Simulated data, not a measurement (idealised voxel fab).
Process module heading - voxel released beams
Xsec cut, 255 nm wide, square cell size 5 nm.
Reading order for cross-sections: top band down to bottom band. Underlying form: a grid of square cells. Band size: one or more rows of cells. Heads up on the band format: heights come first, top then bottom, in nm. After that it's the materials left to right, each with its width in nm. A single material flagged "everywhere" fills the whole band edge to edge, and "blank" means there's empty space there. Zero point of the height axis is 0; under it, received wafer = one material. Lowest band: continues down indefinitely, "0 and below". A width given as "30 to 40" starts at the first number in the band's top row and ends at the second number in its bottom row, shifting by an equal amount at every step from row to row. The designation "nothing got changed", where it is given for a processing step, indicates that no cell of the cross-section was altered in the course of that step. Under "Sealed-off cavities" you'll find the enclosed gaps, the ones with no way out to the top, that are 8 cells or bigger; each reads width x height at distance, with distance counted from the left edge, everything in nm. Post-settings text on a step line: simulator's own remark regarding the step. Among the settings permitted on a step's line is "overlay nm"; applied to a step with a mask, it specifies the extent to which the mask lay to the right of its planned position, whereas a negative figure signifies a position to the left.
### Process steps - plan
1,RECEIVE with material Si
2,CONFORMAL_DEP with material SiN, thk nm 5
3,DIRECTIONAL_DEP with material SiO2, thk nm 20
4,MASKED_ETCH with tone open, mask id ANCHOR, width nm 35, etch materials SiO2, depth nm 20, overlay nm 0
5,CONFORMAL_DEP with material W, thk nm 10
6,DIRECTIONAL_DEP with material aC, thk nm 15
7,PATTERN with tone cover, mask id BEAM, material resist, width nm 85, thk nm 30, overlay nm 0
8,DIRECTIONAL_ETCH with etch materials aC, depth nm 15
9,STRIP with etch materials resist
10,DIRECTIONAL_ETCH with etch materials W, depth nm 10
11,STRIP with etch materials aC
12,STRIP with etch materials SiO2
### As received (post step 1): cross-section
    0 and below  Si everywhere
    Sealed-off cavities: none
### First wafer of two, sectioned at end of module; run went per plan
    35 down to 25  80 nm blank, 15 nm W, 15 nm blank, 55 nm W, 90 nm blank
    25 down to 15  85 nm blank, 10 nm W, 15 nm blank, 10 nm W, 135 nm blank
    15 down to 5  85 nm blank, 35 nm W, 135 nm blank
    5 down to 0  SiN everywhere
    0 and below  Si everywhere
    Sealed-off cavities: none
### Cross-sectional image of the second wafer of the two following completion of the module. Starting state and process plan were the same as for the first wafer; one execution error occurred
    35 down to 25  85 nm blank, 10 nm W, 15 nm blank, 55 nm W, 90 nm blank
    25 down to 15  85 nm blank, 10 nm W, 15 nm blank, 10 nm W, 135 nm blank
    15 down to 5  85 nm blank, 35 nm W, 135 nm blank
    5 down to 0  SiN everywhere
    0 and below  Si everywhere
    Sealed-off cavities: none
what went wrong: step 7 did not happen as planned, as run it was PATTERN with tone cover, mask id BEAM, material resist, width nm 80, thk nm 30, overlay nm 0
Final difference in cells, second wafer against first, listed per material as more or fewer: -2 W
